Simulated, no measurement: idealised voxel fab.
Presented below is a process module, voxel ribs on slabs.
The figure presents cross-section cut, which has a width of 200 nm and is divided into square cells with an edge length of 5 nm.
A cross-section in this document is a grid of square cells, and it is written down as bands, the top band listed before the ones below it; a band is made up of one or more rows of cells. Basically the band line says how high the top is and how high the bottom is, in nm, and then what's in it from left to right, every material with its width in nm. Empty space shows up as "blank", and if a single material carries "throughout" it runs the full band edge to edge. The level at which height equals 0 is the one under which the wafer, as it arrives, is entirely one material. No lower edge exists for the bottom band, which continues downward and is notated as in "from 0 down". Width: "30->40" (first number = top row, second number = bottom row, same change from row to row of cells). When a step is marked "left unchanged", none of the cells in the cross-section changed during that step. "Encapsulated voids" enumerates empty spaces isolated from the top, with no open way to it, that contain at least 8 cells, giving each as width x height at distance from the left edge, all three in nm. Whatever follows a step's settings on its line is a remark the simulator itself makes about that step. "overlay nm" answers the question of how far to the right of plan the mask lay on a step that has a mask, and when it is negative the answer is to the left.
Below is the list of planned process steps:
1 RECEIVE,material Si
2 DIRECTIONAL_DEP,material SiO2,thk nm 30
3 DIRECTIONAL_DEP,material polySi,thk nm 15
4 MASKED_ETCH,tone cover,mask id RIB,width nm 15,etch materials polySi,depth nm 10,overlay nm 0
5 PATTERN,tone cover,mask id SLAB,material resist,width nm 55,thk nm 15,overlay nm 0
6 DIRECTIONAL_ETCH,etch materials polySi,depth nm 5
7 STRIP,etch materials resist
8 FILL_DEP,material SiO2,thk nm 20
9 CMP,height nm 55
10 DIRECTIONAL_DEP,material W,thk nm 5
11 MASKED_ETCH,tone cover,mask id HEATER,width nm 25,etch materials W,depth nm 5,overlay nm 0
12 CONFORMAL_DEP,material SiN,thk nm 5
Wafer, first of two, run as planned:
As received, after step 1:
from 0 down  Si throughout
Encapsulated voids: none
Cross-section of the wafer subsequent to step 2:
from 30 to 0  SiO2 throughout
All layers under 0 are left as they were.
Cross-section of the wafer subsequent to step 3:
from 45 to 30  polySi throughout
All layers under 30 are left as they were.
Cross-section of the wafer subsequent to step 4:
from 45 to 35  90 of blank | 15 of polySi | 95 of blank
All layers under 35 are left as they were.
Cross-section of the wafer subsequent to step 5:
from 60 to 45  70 of blank | 55 of resist | 75 of blank
from 45 to 35  70 of blank | 20 of resist | 15 of polySi | 20 of resist | 75 of blank
All layers under 35 are left as they were.
Cross-section of the wafer subsequent to step 6:
from 60 to 45  70 of blank | 55 of resist | 75 of blank
from 45 to 35  70 of blank | 20 of resist | 15 of polySi | 20 of resist | 75 of blank
from 35 to 30  70 of blank | 55 of polySi | 75 of blank
All layers under 30 are left as they were.
Cross-section of the wafer subsequent to step 7:
from 45 to 35  90 of blank | 15 of polySi | 95 of blank
All layers under 35 are left as they were.
Cross-section of the wafer subsequent to step 8:
from 65 to 45  SiO2 throughout
from 45 to 35  90 of SiO2 | 15 of polySi | 95 of SiO2
from 35 to 30  70 of SiO2 | 55 of polySi | 75 of SiO2
All layers under 30 are left as they were.
Cross-section of the wafer subsequent to step 9:
from 55 to 45  SiO2 throughout
All layers under 45 are left as they were.
Cross-section of the wafer subsequent to step 10:
from 60 to 55  W throughout
All layers under 55 are left as they were.
Cross-section of the wafer subsequent to step 11:
from 60 to 55  85 of blank | 25 of W | 90 of blank
All layers under 55 are left as they were.
Cross-section of the wafer subsequent to step 12:
from 65 to 60  80 of blank | 35 of SiN | 85 of blank
from 60 to 55  85 of SiN | 25 of W | 90 of SiN
All layers under 55 are left as they were.
The second wafer was prepared from the same starting point and under the same plan as the first; its processing contained one mistake, and it remains indistinguishable from the first wafer up to and including step 2:
Second wafer, cross-section, planned end of step 3:
from 60 to 30  polySi throughout
All layers under 30 are left as they were.
Second wafer, cross-section, planned end of step 4:
from 60 to 50  90 of blank | 15 of polySi | 95 of blank
All layers under 50 are left as they were.
Second wafer, cross-section, planned end of step 5:
from 75 to 60  70 of blank | 55 of resist | 75 of blank
from 60 to 50  70 of blank | 20 of resist | 15 of polySi | 20 of resist | 75 of blank
All layers under 50 are left as they were.
Second wafer, cross-section, planned end of step 6:
from 75 to 60  70 of blank | 55 of resist | 75 of blank
from 60 to 50  70 of blank | 20 of resist | 15 of polySi | 20 of resist | 75 of blank
from 50 to 45  70 of blank | 55 of polySi | 75 of blank
All layers under 45 are left as they were.
Second wafer, cross-section, planned end of step 7:
from 60 to 50  90 of blank | 15 of polySi | 95 of blank
All layers under 50 are left as they were.
Second wafer, cross-section, planned end of step 8:
from 80 to 60  SiO2 throughout
from 60 to 50  90 of SiO2 | 15 of polySi | 95 of SiO2
from 50 to 45  70 of SiO2 | 55 of polySi | 75 of SiO2
All layers under 45 are left as they were.
Second wafer, cross-section, planned end of step 9:
from 55 to 45  90->70 of SiO2 | 15->55 of polySi | 95->75 of SiO2
All layers under 45 are left as they were.
Second wafer, cross-section, planned end of step 10:
from 60 to 55  W throughout
All layers under 55 are left as they were.
Second wafer, cross-section, planned end of step 11:
from 60 to 55  85 of blank | 25 of W | 90 of blank
All layers under 55 are left as they were.
Second wafer, cross-section, planned end of step 12:
from 65 to 60  80 of blank | 35 of SiN | 85 of blank
from 60 to 55  85 of SiN | 25 of W | 90 of SiN
All layers under 55 are left as they were.
what went wrong: plan step 3 was twice executed
End of process, cell counts, second wafer against first, materials with more or fewer: SiO2 -117; polySi +117
